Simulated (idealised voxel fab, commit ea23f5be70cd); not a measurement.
Process module, titled voxel wiring stack
Xsec cut, 165 nm wide, square cell size 5 nm.
Cross-section layout: square cells on a grid; listed as bands, top to bottom; a band spans one or more cell rows. Heads up on the band format: heights come first, top then bottom, in nm. After that it's the materials left to right, each with its width in nm. A single material flagged "edge to edge" fills the whole band edge to edge, and "blank" means there's empty space there. Heads up on the height convention: 0 is the point under which the incoming wafer is all one material, and the lowest band has no bottom, it just keeps going down, like "from 0 down". So if you see something like "30..40" for the width, read it as the top row of the band sitting at the first number and the bottom row at the second, with every row in between moving by the same amount as the last. When a step is marked "nothing changed", none of the cells in the cross-section changed during that step. "Sealed cavities": sealed empty spaces, 8 cells or more, no open way to top, listed width x height at distance, with distance from the left edge and width, height and distance in nm. Note: text after step settings on the step line = simulator remark on that step. The "overlay nm" setting may appear on a step's line; for a step that uses a mask, it gives how far to the right of its planned position the mask lay, and a negative value indicates the left.

Planned process steps
- 1: RECEIVE (material Si)
- 2: CONFORMAL_DEP (material SiO2; thk nm 15)
- 3: CONFORMAL_DEP (material SiN; thk nm 5)
- 4: DIRECTIONAL_DEP (material lowk; thk nm 15)
- 5: PATTERN (tone open; mask id METAL_1; material resist; width nm 30; pitch nm 55; thk nm 20; overlay nm 0)
- 6: DIRECTIONAL_ETCH (etch materials lowk; depth nm 15)
- 7: DIRECTIONAL_ETCH (etch materials SiN; depth nm 5)
- 8: STRIP (etch materials resist)
- 9: CONFORMAL_DEP (material TiN; thk nm 5)
- 10: FILL_DEP (material W; thk nm 5)
- 11: CMP (height nm 35)
- 12: EPI (material Ru; thk nm 5)
- 13: FILL_DEP (material SiCN; thk nm 5)
- 14: DIRECTIONAL_DEP (material lowk; thk nm 30)
- 15: DIRECTIONAL_DEP (material aC; thk nm 15)
- 16: PATTERN (tone open; mask id METAL_2_HOLES; material resist; width nm 15; thk nm 35; overlay nm 0)
- 17: DIRECTIONAL_ETCH (etch materials aC; depth nm 15)
- 18: STRIP (etch materials resist)
- 19: DIRECTIONAL_ETCH (etch materials lowk; depth nm 30)
- 20: STRIP (etch materials aC)
- 21: DIRECTIONAL_DEP (material aC; thk nm 10)
- 22: PATTERN (tone open; mask id METAL_2; material resist; width nm 30; pitch nm 55; thk nm 25; overlay nm 0)
- 23: DIRECTIONAL_ETCH (etch materials aC; depth nm 10)
- 24: STRIP (etch materials resist)
- 25: DIRECTIONAL_ETCH (etch materials lowk; depth nm 20)
- 26: DIRECTIONAL_ETCH (etch materials SiCN; depth nm 5)
- 27: STRIP (etch materials aC)
- 28: CONFORMAL_DEP (material TiN; thk nm 5)
- 29: FILL_DEP (material Cu; thk nm 10)
- 30: CMP (height nm 75)
- 31: CONFORMAL_DEP (material SiN; thk nm 5)

Here's what the wafer looked like in cross-section when it arrived - that's after step 1
from 0 down  Si edge to edge
Sealed cavities: none

Cross-section, end of module. Start: as above. Plan: as above. Execution: one mistake
from 80 to 75  SiN edge to edge
from 75 to 60  35 of lowk  5 of TiN  25 of Cu  5 of TiN  25 of lowk  5 of TiN  20 of Cu  5 of TiN  40 of lowk
from 60 to 55  35 of lowk  5 of TiN  5 of Cu  25 of TiN  25 of lowk  30 of TiN  40 of lowk
from 55 to 50  35 of lowk  5 of TiN  5 of Cu  5 of TiN  115 of lowk
from 50 to 45  35 of lowk  15 of TiN  115 of lowk
from 45 to 40  40 of SiCN  10 of TiN  115 of SiCN
from 40 to 35  35 of SiCN  40 of Ru  15 of SiCN  40 of Ru  35 of SiCN
from 35 to 20  40 of lowk  5 of TiN  20 of W  5 of TiN  25 of lowk  5 of TiN  20 of W  5 of TiN  40 of lowk
from 20 to 15  40 of SiN  30 of TiN  25 of SiN  30 of TiN  40 of SiN
from 15 to 0  SiO2 edge to edge
from 0 down  Si edge to edge
Sealed cavities: none
Where did the run depart from the plan? step 16 went in with a setting other than planned; the actual run was PATTERN (tone open; mask id METAL_2_HOLES; material resist; width nm 15; thk nm 35; overlay nm -5)
